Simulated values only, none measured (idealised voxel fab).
Process module under the name voxel self aligned vias
The cross-section on display is named cut; it measures 210 nm wide, and its cells are 5 nm squares.
In what follows, cross-sections appear as grids of square cells, described through bands that run from the top down, where every band is one or more rows of cells.
Heads up on the band format: heights come first, top then bottom, in nm. After that it's the materials left to right, each with its width in nm. A single material flagged "all across" fills the whole band edge to edge, and "empty" means there's empty space there.
All heights in this document are referenced to 0, defined as the level beneath which the wafer, as received, consists entirely of one material. The lowest band is not bounded below; it extends indefinitely downward and is written in the form "0 nm and below".
Note: "30 to 40" means the width goes from the first number (top row of the band) to the second number (bottom row) in equal steps per row of cells.
Take "remained unchanged" at face value: in the step it is given for, the cross-section changed in none of its cells.
For the entry "Closed empty spaces", the listed items are empty spaces with no open way to the top whose size is 8 cells or more; each item follows the pattern width x height at distance, where distance is from the left edge and all three are in nm.
Heads up: the bit after the settings on a step's line is the simulator's remark on that step.
When a step includes a mask, the "overlay nm" setting on its line states how far to the right of its planned place that mask lay, and negative values state how far to the left.

Below is the list of planned process steps
1: RECEIVE, material Si
2: CONFORMAL_DEP, material SiO2, thk nm 15
3: CONFORMAL_DEP, material SiCN, thk nm 5
4: DIRECTIONAL_DEP, material SiO2, thk nm 30
5: DIRECTIONAL_DEP, material aC, thk nm 15
6: PATTERN, tone open, mask id LINES, material resist, width nm 30, pitch nm 65, thk nm 30, overlay nm 0
7: DIRECTIONAL_ETCH, etch materials aC, depth nm 15
8: STRIP, etch materials resist
9: DIRECTIONAL_ETCH, etch materials SiO2, depth nm 30
10: STRIP, etch materials aC
11: CONFORMAL_DEP, material TiN, thk nm 5
12: FILL_DEP, material W, thk nm 10
13: CMP, height nm 50
14: SELECTIVE_ETCH, etch materials W Ru TiN, depth nm 5
15: FILL_DEP, material SiN, thk nm 10
16: CMP, height nm 50
17: DIRECTIONAL_DEP, material SiO2, thk nm 20
18: PATTERN, tone open, mask id VIAS, material resist, width nm 40, thk nm 15, overlay nm 0
19: DIRECTIONAL_ETCH, etch materials SiO2, depth nm 20
20: DIRECTIONAL_ETCH, etch materials SiN, depth nm 5
21: STRIP, etch materials resist
22: CONFORMAL_DEP, material TiN, thk nm 5
23: FILL_DEP, material Ru, thk nm 10
24: CMP, height nm 70
25: CONFORMAL_DEP, material SiN, thk nm 5

Cross-section of the incoming wafer, state after step 1
* 0 nm and below  Si all across
* Closed empty spaces: none

First of two wafers: cross-section at end of module, run per plan
* 75 nm to 70 nm  SiN all across
* 70 nm to 55 nm  SiO2: 50, then TiN: 5, then Ru: 30, then TiN: 5, then SiO2: 120
* 55 nm to 50 nm  SiO2: 50, then TiN: 10, then Ru: 20, then TiN: 10, then SiO2: 120
* 50 nm to 45 nm  SiO2: 55, then TiN: 30, then SiO2: 35, then SiN: 30, then SiO2: 60
* 45 nm to 25 nm  SiO2: 55, then TiN: 5, then W: 20, then TiN: 5, then SiO2: 35, then TiN: 5, then W: 20, then TiN: 5, then SiO2: 60
* 25 nm to 20 nm  SiO2: 55, then TiN: 30, then SiO2: 35, then TiN: 30, then SiO2: 60
* 20 nm to 15 nm  SiCN all across
* 15 nm to 0 nm  SiO2 all across
* 0 nm and below  Si all across
* Closed empty spaces: none

Here's the second of our two wafers sectioned at module end. Same start as the first, same plan, but one mistake got made running it
* 75 nm to 70 nm  SiN all across
* 70 nm to 55 nm  SiO2: 50, then TiN: 5, then Ru: 30, then TiN: 5, then SiO2: 120
* 55 nm to 50 nm  SiO2: 50, then TiN: 40, then SiO2: 120
* 50 nm to 45 nm  SiN: 50, then TiN: 5, then SiO2: 30, then TiN: 5, then SiN: 30, then SiO2: 30, then SiN: 60
* 45 nm to 25 nm  W: 50, then TiN: 5, then SiO2: 30, then TiN: 5, then W: 25, then TiN: 5, then SiO2: 30, then TiN: 5, then W: 55
* 25 nm to 20 nm  TiN: 55, then SiO2: 30, then TiN: 35, then SiO2: 30, then TiN: 60
* 20 nm to 15 nm  SiCN all across
* 15 nm to 0 nm  SiO2 all across
* 0 nm and below  Si all across
* Closed empty spaces: none
The mistake made against the process plan was this: step 6 off recipe, ran as PATTERN, tone cover, mask id LINES, material resist, width nm 30, pitch nm 65, thk nm 30, overlay nm 0
Count the cells at the end and the second wafer has more or fewer of some materials than the first: 4 fewer of Ru; 22 more of SiN; 108 fewer of SiO2; 18 more of TiN; 72 more of W
